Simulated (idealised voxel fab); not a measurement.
Name of the process module below: voxel capacitor over wiring
In the cross-section labelled cut, the width is 220 nm and each square cell is 5 nm.
Format of a cross-section: grid, square cells. Given as bands. Order: top down. Band: one or more rows of cells.
A band entry consists of two parts. The first gives the height of the band's top and the height of its bottom, in nm. The rest lists the band's materials from left to right, each with its width in nm. A single material labelled with the word "full width" fills the band from edge to edge, and the word "empty" marks empty space.
Height 0 is the level under which the wafer as received is all one material. The lowest band goes on downwards, as in "0 and below".
A width such as "30 to 40" changes by the same amount from each row of cells to the next, from the band's top row to its bottom row.
A step reported as "changes: none" is a step in which no cell of the cross-section changed.
Empty spaces without an open route to the top, at least 8 cells in extent, make up the entry "Closed cavity list"; each is given as width x height at distance, where the distance is measured from the left edge, and all are in nm.
Text after the settings on a step's line: the simulator's own remark on that step.
The setting "overlay nm" may be written on the line of a step. When the step uses a mask, the value reports how far to the right of the planned place the mask lay, and a negative value reports that it lay to the left.

# Set out below are the planned steps of the process
1 RECEIVE: material Si
2 CONFORMAL_DEP: material SiO2, thk nm 10
3 CONFORMAL_DEP: material SiCN, thk nm 5
4 DIRECTIONAL_DEP: material lowk, thk nm 20
5 DIRECTIONAL_DEP: material aC, thk nm 15
6 PATTERN: tone open, mask id METAL_1, material resist, width nm 30, pitch nm 90, thk nm 30, overlay nm 0
7 DIRECTIONAL_ETCH: etch materials aC, depth nm 15
8 STRIP: etch materials resist
9 DIRECTIONAL_ETCH: etch materials lowk, depth nm 20
10 DIRECTIONAL_ETCH: etch materials SiCN, depth nm 5
11 STRIP: etch materials aC
12 CONFORMAL_DEP: material TiN, thk nm 5
13 FILL_DEP: material Cu, thk nm 10
14 CMP: height nm 35
15 CONFORMAL_DEP: material SiCN, thk nm 5
16 DIRECTIONAL_DEP: material lowk, thk nm 10
17 PATTERN: tone open, mask id PLUG_1, material resist, width nm 15, thk nm 15, overlay nm 0
18 DIRECTIONAL_ETCH: etch materials lowk, depth nm 10
19 DIRECTIONAL_ETCH: etch materials SiCN, depth nm 5
20 STRIP: etch materials resist
21 CONFORMAL_DEP: material TiN, thk nm 5
22 FILL_DEP: material Ru, thk nm 5
23 CMP: height nm 50
24 DIRECTIONAL_DEP: material TiN, thk nm 10
25 DIRECTIONAL_DEP: material SiN, thk nm 5
26 DIRECTIONAL_DEP: material TiN, thk nm 10
27 DIRECTIONAL_DEP: material aC, thk nm 15
28 PATTERN: tone cover, mask id UPPER_PLATE, material resist, width nm 65, thk nm 35, overlay nm 0
29 DIRECTIONAL_ETCH: etch materials aC, depth nm 15
30 STRIP: etch materials resist
31 DIRECTIONAL_ETCH: etch materials TiN, depth nm 10
32 DIRECTIONAL_ETCH: etch materials SiN, depth nm 5
33 STRIP: etch materials aC
34 PATTERN: tone cover, mask id LOWER_PLATE, material resist, width nm 75, thk nm 20, overlay nm 0
35 DIRECTIONAL_ETCH: etch materials TiN, depth nm 10
36 STRIP: etch materials resist
37 FILL_DEP: material SiO2, thk nm 15
38 CMP: height nm 85
39 DIRECTIONAL_DEP: material aC, thk nm 15
40 PATTERN: tone open, mask id PLUG_2, material resist, width nm 15, thk nm 30, overlay nm 0
41 DIRECTIONAL_ETCH: etch materials aC, depth nm 15
42 STRIP: etch materials resist
43 DIRECTIONAL_ETCH: etch materials SiO2, depth nm 10
44 STRIP: etch materials aC
45 CONFORMAL_DEP: material TiN, thk nm 5
46 FILL_DEP: material Ru, thk nm 10
47 CMP: height nm 85
48 CONFORMAL_DEP: material SiN, thk nm 5

# The cross-section here shows the wafer as received, i.e. in its state after step 1
	0 and below = Si full width
	Closed cavity list: none

# first wafer at the end, as planned
	90 down to 85 = SiN full width
	85 down to 80 = SiO2: 75 | TiN: 5 | Ru: 5 | TiN: 5 | SiO2: 130
	80 down to 75 = SiO2: 75 | TiN: 15 | SiO2: 130
	75 down to 65 = SiO2: 65 | TiN: 65 | SiO2: 90
	65 down to 60 = SiO2: 65 | SiN: 65 | SiO2: 90
	60 down to 50 = SiO2: 60 | TiN: 75 | SiO2: 85
	50 down to 40 = lowk: 65 | TiN: 5 | Ru: 5 | TiN: 5 | lowk: 140
	40 down to 35 = SiCN: 65 | TiN: 15 | SiCN: 140
	35 down to 15 = lowk: 50 | TiN: 5 | Cu: 20 | TiN: 5 | lowk: 60 | TiN: 5 | Cu: 20 | TiN: 5 | lowk: 50
	15 down to 10 = SiCN: 50 | TiN: 30 | SiCN: 60 | TiN: 30 | SiCN: 50
	10 down to 0 = SiO2 full width
	0 and below = Si full width
	Closed cavity list: none

# Now the second wafer, cross-sectioned at the end of the module. Nothing different at the start, nothing different in the plan compared with the first, just one mistake when it was actually run
	90 down to 85 = SiN full width
	85 down to 80 = SiO2: 75 | TiN: 5 | Ru: 5 | TiN: 5 | SiO2: 130
	80 down to 75 = SiO2: 75 | TiN: 15 | SiO2: 130
	75 down to 65 = SiO2: 65 | TiN: 65 | SiO2: 90
	65 down to 60 = SiO2: 65 | SiN: 65 | SiO2: 90
	60 down to 50 = SiO2: 60 | TiN: 75 | SiO2: 85
	50 down to 45 = SiCN: 65 | TiN: 15 | SiCN: 140
	45 down to 35 = lowk full width
	35 down to 15 = lowk: 50 | TiN: 5 | Cu: 20 | TiN: 5 | lowk: 60 | TiN: 5 | Cu: 20 | TiN: 5 | lowk: 50
	15 down to 10 = SiCN: 50 | TiN: 30 | SiCN: 60 | TiN: 30 | SiCN: 50
	10 down to 0 = SiO2 full width
	0 and below = Si full width
	Closed cavity list: none
Error vs. plan: transposition of steps 15 and 16 relative to the planned sequence
Final difference in cells, second wafer against first, listed per material as more or fewer: Ru -2 | TiN -4 | lowk +6
